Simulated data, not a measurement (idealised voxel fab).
Process module in this document: voxel capacitor over wiring
Shown is cross-section cut, with a width of 250 nm and square cells of size 5 nm.
Square cells in a grid make up a cross-section in this document, and the grid is given as bands, listed from the top down, each one or more rows of cells. Band entry format. Leading values: height of top, height of bottom, nm. Remainder: materials in left-to-right order, each with its width in nm. Special words: "all across" on a single material, which then fills the band edge to edge; "empty", empty space. The reference from which all heights are counted is 0, the level beneath which the as-received wafer is entirely one material; the lowest band, having no lower bound, proceeds downward and is written after the example "0..down". When a width is written as two numbers, as in "30 to 40", the first number is the width in the top row of cells of the band and the second is the width in its bottom row, and the width changes by the same amount from each row to the next. When a step is marked "no change occurred", none of the cells in the cross-section changed during that step. In "Non-vented voids" the enclosed voids are listed, meaning empty spaces of 8 cells or larger without any opening to the top. The form is width x height at distance, distance from the left edge, units nm. That trailing text on a step's line, after the settings, is the simulator's own remark on the step. Steps that use a mask can have "overlay nm" on their line. It says how far the mask sat to the right of where it was meant to be. Negative means to the left.

[Steps planned for the process]
1: RECEIVE,material Si
2: CONFORMAL_DEP,material SiO2,thk nm 15
3: DIRECTIONAL_DEP,material TiN,thk nm 5
4: DIRECTIONAL_DEP,material W,thk nm 20
5: PATTERN,tone cover,mask id METAL_1,material resist,width nm 30,pitch nm 100,thk nm 15,overlay nm 0
6: DIRECTIONAL_ETCH,etch materials W,depth nm 20
7: DIRECTIONAL_ETCH,etch materials TiN,depth nm 5
8: STRIP,etch materials resist
9: FILL_DEP,material SiO2,thk nm 5
10: CMP,height nm 40
11: CONFORMAL_DEP,material SiCN,thk nm 5
12: DIRECTIONAL_DEP,material SiO2,thk nm 20
13: PATTERN,tone open,mask id PLUG_1,material resist,width nm 15,thk nm 15,overlay nm 0
14: DIRECTIONAL_ETCH,etch materials SiO2,depth nm 20
15: DIRECTIONAL_ETCH,etch materials SiCN,depth nm 5
16: STRIP,etch materials resist
17: EPI,material Ru,thk nm 10
18: EPI,material Ru,thk nm 10
19: EPI,material Ru,thk nm 5
20: DIRECTIONAL_DEP,material TiN,thk nm 10
21: DIRECTIONAL_DEP,material HfO2,thk nm 5
22: DIRECTIONAL_DEP,material TiN,thk nm 10
23: DIRECTIONAL_DEP,material aC,thk nm 15
24: PATTERN,tone cover,mask id UPPER_PLATE,material resist,width nm 75,thk nm 35,overlay nm 0
25: DIRECTIONAL_ETCH,etch materials aC,depth nm 15
26: STRIP,etch materials resist
27: DIRECTIONAL_ETCH,etch materials TiN,depth nm 10
28: DIRECTIONAL_ETCH,etch materials HfO2,depth nm 5
29: STRIP,etch materials aC
30: DIRECTIONAL_DEP,material aC,thk nm 15
31: PATTERN,tone cover,mask id LOWER_PLATE,material resist,width nm 85,thk nm 35,overlay nm 0
32: DIRECTIONAL_ETCH,etch materials aC,depth nm 15
33: STRIP,etch materials resist
34: DIRECTIONAL_ETCH,etch materials TiN,depth nm 10
35: STRIP,etch materials aC
36: FILL_DEP,material SiO2,thk nm 15
37: CMP,height nm 100
38: DIRECTIONAL_DEP,material aC,thk nm 15
39: PATTERN,tone open,mask id PLUG_2,material resist,width nm 15,thk nm 30,overlay nm 0
40: DIRECTIONAL_ETCH,etch materials aC,depth nm 15
41: STRIP,etch materials resist
42: DIRECTIONAL_ETCH,etch materials SiO2,depth nm 10
43: STRIP,etch materials aC
44: CONFORMAL_DEP,material TiN,thk nm 5
45: FILL_DEP,material W,thk nm 5
46: CMP,height nm 100
47: CONFORMAL_DEP,material SiCN,thk nm 5

[Cross-sectional view of the wafer in its as-received condition, corresponding to the state after step 1]
    0..down: Si all across
    Non-vented voids: none

[first wafer at the end, as planned]
    105..100: SiCN all across
    100..95: SiO2 (85)  TiN (5)  W (5)  TiN (5)  SiO2 (150)
    95..90: SiO2 (85)  TiN (15)  SiO2 (150)
    90..80: SiO2 (75)  TiN (75)  SiO2 (100)
    80..75: SiO2 (75)  HfO2 (75)  SiO2 (100)
    75..65: SiO2 (70)  TiN (85)  SiO2 (95)
    65..45: SiO2 (75)  Ru (15)  SiO2 (160)
    45..40: SiCN (75)  Ru (15)  SiCN (160)
    40..20: SiO2 (60)  W (30)  SiO2 (70)  W (30)  SiO2 (60)
    20..15: SiO2 (60)  TiN (30)  SiO2 (70)  TiN (30)  SiO2 (60)
    15..0: SiO2 all across
    0..down: Si all across
    Non-vented voids: none

[This cross-section belongs to the second wafer of two at the end of the module; the start and the plan were shared with the first, and the run included one mistake]
    105..100: SiCN all across
    100..95: SiO2 (85)  TiN (5)  W (5)  TiN (5)  SiO2 (150)
    95..90: SiO2 (85)  TiN (15)  SiO2 (150)
    90..80: SiO2 (75)  TiN (75)  SiO2 (100)
    80..75: SiO2 (75)  HfO2 (75)  SiO2 (100)
    75..65: SiO2 (75)  TiN (75)  SiO2 (100)
    65..45: SiO2 (75)  Ru (15)  SiO2 (160)
    45..40: SiCN (75)  Ru (15)  SiCN (160)
    40..20: SiO2 (60)  W (30)  SiO2 (70)  W (30)  SiO2 (60)
    20..15: SiO2 (60)  TiN (30)  SiO2 (70)  TiN (30)  SiO2 (60)
    15..0: SiO2 all across
    0..down: Si all across
    Non-vented voids: none
Which mistake was made when the wafer was run? rather than as planned, step 31 actually ran as PATTERN,tone cover,mask id LOWER_PLATE,material resist,width nm 75,thk nm 35,overlay nm 0
At the finish, the second wafer shows more or fewer cells for some materials than the first does: SiO2: 4 more; TiN: 4 fewer
